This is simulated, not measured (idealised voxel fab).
Module name: voxel transistor to metal (process module)
Shown is cross-section cut, with a width of 185 nm and square cells of size 5 nm.
Just so we're on the same page, the cross-sections are grids of square cells, and they're listed out in bands top to bottom, each band one or more rows deep.
Read a band's entry like this: the first values are the height of its top and the height of its bottom in nm, and what follows is the sequence of materials from left to right, each with its width in nm. Note that "air" is empty space, and that a single material marked "throughout" reaches across the band from edge to edge.
Height reference: 0 = level under which incoming wafer is all one material. Lowest band: no bottom, runs on downward, e.g. "0 -> down".
Note: "30..40" means the width goes from the first number (top row of the band) to the second number (bottom row) in equal steps per row of cells.
"everything unchanged" (step): cross-section cells unchanged, all of them.
This entry, "Enclosed voids", enumerates those empty regions of no fewer than 8 cells that possess no open connection to the top. Each region is reported in the form width x height at distance, the distance being taken from the left edge, with all three quantities expressed in nm.
Past the settings on a step's line: simulator remark, on that step.
overlay nm: mask right of planned place by this much (step with mask). Neg. = left.

This section lists the process steps that were planned
1,RECEIVE [material Si]
2,OXIDIZE [depth nm 5]
3,CONFORMAL_DEP [material SiN] [thk nm 10]
4,MASKED_ETCH [tone cover] [mask id ACTIVE] [width nm 100] [etch materials SiN] [depth nm 10] [overlay nm 0]
5,MASKED_ETCH [tone cover] [mask id ACTIVE] [width nm 100] [etch materials SiO2] [depth nm 5] [overlay nm 0]
6,MASKED_ETCH [tone cover] [mask id ACTIVE] [width nm 100] [etch materials Si] [depth nm 20] [overlay nm 0]
7,OXIDIZE [depth nm 5]
8,FILL_DEP [material SiO2] [thk nm 10]
9,CMP [height nm 10]
10,SELECTIVE_ETCH [etch materials SiO2] [depth nm 10]
11,STRIP [etch materials SiN]
12,SELECTIVE_ETCH [etch materials SiO2] [depth nm 5]
13,OXIDIZE [depth nm 5]
14,DIRECTIONAL_DEP [material polySi] [thk nm 25]
15,DIRECTIONAL_DEP [material SiCN] [thk nm 15]
16,PATTERN [tone cover] [mask id GATE] [material resist] [width nm 20] [thk nm 20] [overlay nm 0]
17,DIRECTIONAL_ETCH [etch materials SiCN] [depth nm 25]
18,DIRECTIONAL_ETCH [etch materials polySi] [depth nm 35]
19,STRIP [etch materials resist]
20,CONFORMAL_DEP [material SiN] [thk nm 5]
21,DIRECTIONAL_ETCH [etch materials SiN] [depth nm 5]
22,DIRECTIONAL_ETCH [etch materials SiO2] [depth nm 5]
23,DIRECTIONAL_ETCH [etch materials Si] [depth nm 10]
24,EPI [material nSi] [thk nm 15]
25,FILL_DEP [material SiO2] [thk nm 10]
26,CMP [height nm 35]
27,DIRECTIONAL_DEP [material SiO2] [thk nm 15]
28,DIRECTIONAL_DEP [material aC] [thk nm 10]
29,PATTERN [tone open] [mask id CONTACT] [material resist] [width nm 15] [pitch nm 75] [thk nm 25] [overlay nm 0]
30,DIRECTIONAL_ETCH [etch materials aC] [depth nm 10]
31,STRIP [etch materials resist]
32,DIRECTIONAL_ETCH [etch materials SiO2] [depth nm 55]
33,STRIP [etch materials aC]
34,CONFORMAL_DEP [material TiN] [thk nm 5]
35,FILL_DEP [material W] [thk nm 10]
36,CMP [height nm 50]
37,CONFORMAL_DEP [material SiCN] [thk nm 5]
38,DIRECTIONAL_DEP [material lowk] [thk nm 25]
39,PATTERN [tone open] [mask id METAL_1] [material resist] [width nm 15] [pitch nm 75] [thk nm 20] [overlay nm 0]
40,DIRECTIONAL_ETCH [etch materials lowk] [depth nm 25]
41,DIRECTIONAL_ETCH [etch materials SiCN] [depth nm 5]
42,STRIP [etch materials resist]
43,CONFORMAL_DEP [material TiN] [thk nm 5]
44,FILL_DEP [material Ru] [thk nm 5]
45,CMP [height nm 80]
46,CONFORMAL_DEP [material SiN] [thk nm 5]

Here's what the wafer looked like in cross-section when it arrived - that's after step 1
> 0 -> down: Si throughout
> Enclosed voids: none

Final cross-section, module run with one mistake (start and plan as above)
> 85 -> 80: SiN throughout
> 80 -> 55: lowk: 45 | TiN: 5 | Ru: 5 | TiN: 5 | lowk: 60 | TiN: 5 | Ru: 5 | TiN: 5 | lowk: 50
> 55 -> 50: SiCN: 45 | TiN: 15 | SiCN: 60 | TiN: 15 | SiCN: 50
> 50 -> 35: SiO2: 45 | TiN: 5 | W: 5 | TiN: 5 | SiO2: 60 | TiN: 5 | W: 5 | TiN: 5 | SiO2: 50
> 35 -> 20: SiO2: 45 | TiN: 5 | W: 5 | TiN: 5 | SiO2: 10 | SiN: 5 | SiCN: 20 | SiN: 5 | SiO2: 20 | TiN: 5 | W: 5 | TiN: 5 | SiO2: 50
> 20 -> 10: SiO2: 45 | TiN: 5 | W: 5 | TiN: 5 | SiO2: 10 | SiN: 5 | polySi: 20 | SiN: 5 | SiO2: 20 | TiN: 5 | W: 5 | TiN: 5 | SiO2: 50
> 10 -> 5: SiO2: 45 | TiN: 15 | SiO2: 10 | SiN: 5 | polySi: 20 | SiN: 5 | SiO2: 20 | TiN: 5 | W: 5 | TiN: 5 | SiO2: 50
> 5 -> 0: SiO2: 45 | TiN: 10 | nSi: 15 | SiN: 5 | polySi: 20 | SiN: 5 | nSi: 15 | SiO2: 5 | TiN: 5 | W: 5 | TiN: 5 | SiO2: 50
> 0 -> -5: SiO2: 45 | TiN: 10 | nSi: 15 | SiN: 5 | polySi: 20 | SiN: 5 | nSi: 15 | SiO2: 5 | TiN: 15 | SiO2: 50
> -5 -> -10: SiO2: 40 | nSi: 30 | SiO2: 30 | nSi: 40 | SiO2: 45
> -10 -> -20: SiO2: 45 | nSi: 25 | Si: 30 | nSi: 35 | SiO2: 50
> -20 -> -30: SiO2: 45 | Si: 90 | SiO2: 50
> -30 -> down: Si throughout
> Enclosed voids: none
What went wrong in running the wafer? the process deviated at step 16: the operation and settings actually run there were PATTERN [tone cover] [mask id GATE] [material resist] [width nm 20] [thk nm 20] [overlay nm -5]
